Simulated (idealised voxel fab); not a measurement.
Module name: voxel double patterning (process module)
Square cells of 5 nm make up the cross-section cut, whose width is 260 nm.
The cross-sections in this document take the form of a grid made of square cells. They are written out as bands, in order from top to bottom. Each band consists of one or more rows of cells.
Top, bottom (nm), then materials left to right with widths (nm); lone material tagged "all across" fills the whole band edge to edge; "air" = empty space.
For the purposes of this specification, 0 denotes the height below which the wafer in its as-received condition is composed wholly of one material, and the lowermost band, lacking a lower limit, extends downward without end, as expressed in "0 -> down".
You'd read "30..40" like this: the band's top row of cells is as wide as the first number, its bottom row is as wide as the second, and going down, every row changes width by the same amount as the row before did.
"left unchanged", as given for a step, is the statement that not any cell of the cross-section underwent a change during that step.
"Enclosed internal voids" enumerates empty spaces isolated from the top, with no open way to it, that contain at least 8 cells, giving each as width x height at distance from the left edge, all three in nm.
Past the settings on a step's line: simulator remark, on that step.
The optional step-line setting "overlay nm" applies to steps with a mask and quantifies how far to the right of its planned location the mask lay, a negative value indicating leftward placement.

The process steps that were planned are listed below
| 1 | op RECEIVE | material Si |
| 2 | op CONFORMAL_DEP | material SiO2 | thk nm 5 |
| 3 | op DIRECTIONAL_DEP | material TiN | thk nm 10 |
| 4 | op DIRECTIONAL_DEP | material SiCN | thk nm 10 |
| 5 | op DIRECTIONAL_DEP | material aC | thk nm 10 |
| 6 | op PATTERN | tone open | mask id FIRST | material resist | width nm 15 | pitch nm 50 | thk nm 30 | overlay nm 0 |
| 7 | op DIRECTIONAL_ETCH | etch materials aC | depth nm 10 |
| 8 | op STRIP | etch materials resist |
| 9 | op DIRECTIONAL_ETCH | etch materials SiCN | depth nm 10 |
| 10 | op STRIP | etch materials aC |
| 11 | op PATTERN | tone open | mask id SECOND | material resist | width nm 15 | thk nm 15 | overlay nm 0 |
| 12 | op DIRECTIONAL_ETCH | etch materials SiCN | depth nm 10 |
| 13 | op STRIP | etch materials resist |
| 14 | op DIRECTIONAL_ETCH | etch materials TiN | depth nm 10 |
| 15 | op STRIP | etch materials SiCN |

Of two wafers, the first: run according to plan

Cross-section of the wafer at receipt, which is the condition after step 1
    0 -> down | Si all across
    Enclosed internal voids: none

Wafer section view after processing step 2
    5 -> 0 | SiO2 all across
    Whatever lies below 0 is exactly as it was before.

Wafer section view after processing step 3
    15 -> 5 | TiN all across
    Whatever lies below 5 is exactly as it was before.

Wafer section view after processing step 4
    25 -> 15 | SiCN all across
    Whatever lies below 15 is exactly as it was before.

Wafer section view after processing step 5
    35 -> 25 | aC all across
    Whatever lies below 25 is exactly as it was before.

Wafer section view after processing step 6
    65 -> 35 | resist 95; air 15; resist 35; air 15; resist 100
    Whatever lies below 35 is exactly as it was before.

Wafer section view after processing step 7
    55 -> 35 | resist 95; air 15; resist 35; air 15; resist 100
    35 -> 25 | aC 95; air 15; aC 35; air 15; aC 100
    Whatever lies below 25 is exactly as it was before.

Wafer section view after processing step 8
    35 -> 25 | aC 95; air 15; aC 35; air 15; aC 100
    Whatever lies below 25 is exactly as it was before.

Wafer section view after processing step 9
    35 -> 25 | aC 95; air 15; aC 35; air 15; aC 100
    25 -> 15 | SiCN 95; air 15; SiCN 35; air 15; SiCN 100
    Whatever lies below 15 is exactly as it was before.

Wafer section view after processing step 10
    25 -> 15 | SiCN 95; air 15; SiCN 35; air 15; SiCN 100
    Whatever lies below 15 is exactly as it was before.

Wafer section view after processing step 11
    40 -> 25 | resist 120; air 15; resist 125
    25 -> 15 | SiCN 95; resist 15; SiCN 35; resist 15; SiCN 100
    Whatever lies below 15 is exactly as it was before.

Wafer section view after processing step 12
    40 -> 25 | resist 120; air 15; resist 125
    25 -> 15 | SiCN 95; resist 15; SiCN 10; air 15; SiCN 10; resist 15; SiCN 100
    Whatever lies below 15 is exactly as it was before.

Wafer section view after processing step 13
    25 -> 15 | SiCN 95; air 15; SiCN 10; air 15; SiCN 10; air 15; SiCN 100
    Whatever lies below 15 is exactly as it was before.

Wafer section view after processing step 14
    25 -> 15 | SiCN 95; air 15; SiCN 10; air 15; SiCN 10; air 15; SiCN 100
    15 -> 5 | TiN 95; air 15; TiN 10; air 15; TiN 10; air 15; TiN 100
    Whatever lies below 5 is exactly as it was before.

Wafer section view after processing step 15
    15 -> 5 | TiN 95; air 15; TiN 10; air 15; TiN 10; air 15; TiN 100
    Whatever lies below 5 is exactly as it was before.

Wafer two of two - same starting point, same process plan, one mistake in execution; matches wafer one up to and including step 4

Second wafer, cut view, end of step 5 per plan
    35 -> 25 | SiO2 all across
    Whatever lies below 25 is exactly as it was before.

Second wafer, cut view, end of step 6 per plan
    65 -> 35 | resist 95; air 15; resist 35; air 15; resist 100
    Whatever lies below 35 is exactly as it was before.

Second wafer, cut view, end of step 7 per plan
    55 -> 35 | resist 95; air 15; resist 35; air 15; resist 100
    Whatever lies below 35 is exactly as it was before.

Second wafer, cut view, end of step 8 per plan
    35 -> 25 | SiO2 all across
    Whatever lies below 25 is exactly as it was before.

Second wafer, cut view, end of step 9 per plan: left unchanged

Second wafer, cut view, end of step 10 per plan: left unchanged

Second wafer, cut view, end of step 11 per plan
    50 -> 35 | resist 120; air 15; resist 125
    Whatever lies below 35 is exactly as it was before.

Second wafer, cut view, end of step 12 per plan: left unchanged

Second wafer, cut view, end of step 13 per plan
    35 -> 25 | SiO2 all across
    Whatever lies below 25 is exactly as it was before.

Second wafer, cut view, end of step 14 per plan: left unchanged

Second wafer, cut view, end of step 15 per plan: left unchanged
Deviation noted in wafer processing: rather than as planned, step 5 actually ran as op DIRECTIONAL_DEP | material SiO2 | thk nm 10
at the end the second wafer has, in cells: +104 SiCN, +104 SiO2, +18 TiN
